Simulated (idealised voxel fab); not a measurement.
Process module under the name voxel self aligned vias
The width of the displayed cross-section, cut, is 190 nm; its cells are square, with a size of 5 nm.
The cross-sections in this document take the form of a grid made of square cells. They are written out as bands, in order from top to bottom. Each band consists of one or more rows of cells.
Per band: top height and bottom height in nm, followed by the left-to-right materials and their widths in nm; "throughout" marks a single material spanning edge to edge, "blank" marks empty space.
The reference from which all heights are counted is 0, the level beneath which the as-received wafer is entirely one material; the lowest band, having no lower bound, proceeds downward and is written after the example "0 nm and below".
It should be noted that a width expressed as "30->40" varies in equal increments from row to row of cells within the band, taking the value of the first number at the top row and that of the second number at the bottom row.
The cross-section has no changed cell in any step marked "nothing altered".
Basically, "Closed cavity list" tells you about the enclosed voids: empty spaces with no open way to the top, 8 cells or bigger, each written width x height at distance, where distance is from the left edge, all in nm.
Note: text after step settings on the step line = simulator remark on that step.
"overlay nm" on a masked step: distance the mask lay right of its planned place, negative for left.
Process steps - plan:
1. RECEIVE, material Si
2. CONFORMAL_DEP, material SiO2, thk nm 10
3. CONFORMAL_DEP, material SiCN, thk nm 5
4. DIRECTIONAL_DEP, material lowk, thk nm 20
5. PATTERN, tone open, mask id LINES, material resist, width nm 25, pitch nm 65, thk nm 20, overlay nm -15
6. DIRECTIONAL_ETCH, etch materials lowk, depth nm 20
7. STRIP, etch materials resist
8. CONFORMAL_DEP, material TiN, thk nm 5
9. FILL_DEP, material Ru, thk nm 10
10. CMP, height nm 35
11. SELECTIVE_ETCH, etch materials W Ru TiN, depth nm 5
12. FILL_DEP, material SiN, thk nm 5
13. CMP, height nm 35
14. DIRECTIONAL_DEP, material lowk, thk nm 20
15. MASKED_ETCH, tone open, mask id VIAS, width nm 35, etch materials lowk, depth nm 20, overlay nm 0
16. MASKED_ETCH, tone open, mask id VIAS, width nm 35, etch materials SiN, depth nm 5, overlay nm 0
17. CONFORMAL_DEP, material TiN, thk nm 5
18. FILL_DEP, material Ru, thk nm 5
19. CMP, height nm 55
20. CONFORMAL_DEP, material SiCN, thk nm 5
Quick note for whoever runs this: the wafers start identical, but the overlay nm at step 5 isn't the same across them. The plan just shows what the first wafer had.
After step 1, as received: first of several wafers, cross-section:
  0 nm and below  Si throughout
  Closed cavity list: none
Below, a row for every wafer. Read it as the end-of-module picture: for each material the wafer shows its cells gained (+) or lost (-) since it was received, and then its closed voids:
overlay nm -15; +28 Ru; +76 SiCN; +7 SiN; +76 SiO2; +33 TiN; +236 lowk; Closed cavity list: none
overlay nm -10; +29 Ru; +76 SiCN; +6 SiN; +76 SiO2; +33 TiN; +236 lowk; Closed cavity list: none
overlay nm -5; +30 Ru; +76 SiCN; +5 SiN; +76 SiO2; +33 TiN; +236 lowk; Closed cavity list: none
overlay nm 0; +30 Ru; +76 SiCN; +5 SiN; +76 SiO2; +33 TiN; +236 lowk; Closed cavity list: none
overlay nm 5; +30 Ru; +76 SiCN; +5 SiN; +76 SiO2; +33 TiN; +236 lowk; Closed cavity list: none
overlay nm 10; +29 Ru; +76 SiCN; +6 SiN; +76 SiO2; +33 TiN; +236 lowk; Closed cavity list: none
overlay nm 15; +28 Ru; +76 SiCN; +7 SiN; +76 SiO2; +33 TiN; +236 lowk; Closed cavity list: none
